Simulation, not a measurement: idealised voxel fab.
process module | voxel ribs on slabs
cross-section cut | 280 nm wide | cells 5 nm
A cross-section is a grid of square cells, given in bands from the top down. A band is one or more rows of cells.
Each band's line starts with the height of the band's top and of its bottom, in nm. Then come its materials from left to right, each with its width in nm. One material with "throughout" fills the band from edge to edge. "air" is empty space.
Height 0 is the level under which the wafer as received is all one material. The lowest band goes on downwards, as in "0 down".
A width such as "30 to 40" changes by the same amount from each row of cells to the next, from the band's top row to its bottom row.
"no change" after a step means that no cell of the cross-section changed.
closed voids: empty space of 8 cells or more with no open way to the top, each as width x height at its distance from the left edge, in nm
after a step's settings: what the simulator itself notes on the step
overlay nm, on a step with a mask: how far to the right of its planned place the mask lay; to the left if negative
plan
1 op RECEIVE | material Si
2 op DIRECTIONAL_DEP | material SiO2 | thk nm 25
3 op DIRECTIONAL_DEP | material SiN | thk nm 25
4 op DIRECTIONAL_DEP | material aC | thk nm 15
5 op PATTERN | tone cover | mask id RIB | material resist | width nm 30 | thk nm 35 | overlay nm 0
6 op DIRECTIONAL_ETCH | etch materials aC | depth nm 15
7 op STRIP | etch materials resist
8 op DIRECTIONAL_ETCH | etch materials SiN | depth nm 10
9 op STRIP | etch materials aC
10 op DIRECTIONAL_DEP | material aC | thk nm 10
11 op PATTERN | tone cover | mask id SLAB | material resist | width nm 90 | thk nm 25 | overlay nm 0
12 op DIRECTIONAL_ETCH | etch materials aC | depth nm 10
13 op STRIP | etch materials resist
14 op DIRECTIONAL_ETCH | etch materials SiN | depth nm 15
15 op STRIP | etch materials aC
16 op FILL_DEP | material SiO2 | thk nm 25
17 op CMP | height nm 65
18 op DIRECTIONAL_DEP | material TiN | thk nm 5
19 op DIRECTIONAL_DEP | material aC | thk nm 15
20 op PATTERN | tone cover | mask id HEATER | material resist | width nm 40 | thk nm 35 | overlay nm 0
21 op DIRECTIONAL_ETCH | etch materials aC | depth nm 15
22 op STRIP | etch materials resist
23 op DIRECTIONAL_ETCH | etch materials TiN | depth nm 5
24 op STRIP | etch materials aC
25 op CONFORMAL_DEP | material SiO2 | thk nm 10
as received, after step 1
  0 down: Si throughout
  closed voids: none
first wafer at the end, as planned
  80 to 75: air 110 | SiO2 60 | air 110
  75 to 70: SiO2 throughout
  70 to 65: SiO2 120 | TiN 40 | SiO2 120
  65 to 50: SiO2 throughout
  50 to 40: SiO2 125 | SiN 30 | SiO2 125
  40 to 25: SiO2 95 | SiN 90 | SiO2 95
  25 to 0: SiO2 throughout
  0 down: Si throughout
  closed voids: none
second wafer at the end: like start, like plan, one mistake
  80 to 75: air 110 | SiO2 60 | air 110
  75 to 70: SiO2 throughout
  70 to 65: SiO2 120 | TiN 40 | SiO2 120
  65 to 25: SiO2 throughout
  25 to 0: SiN throughout
  0 down: Si throughout
  closed voids: none
what went wrong: steps 2 and 3 were swapped
at the end the second wafer has, in cells: 214 more of SiN | 214 fewer of SiO2
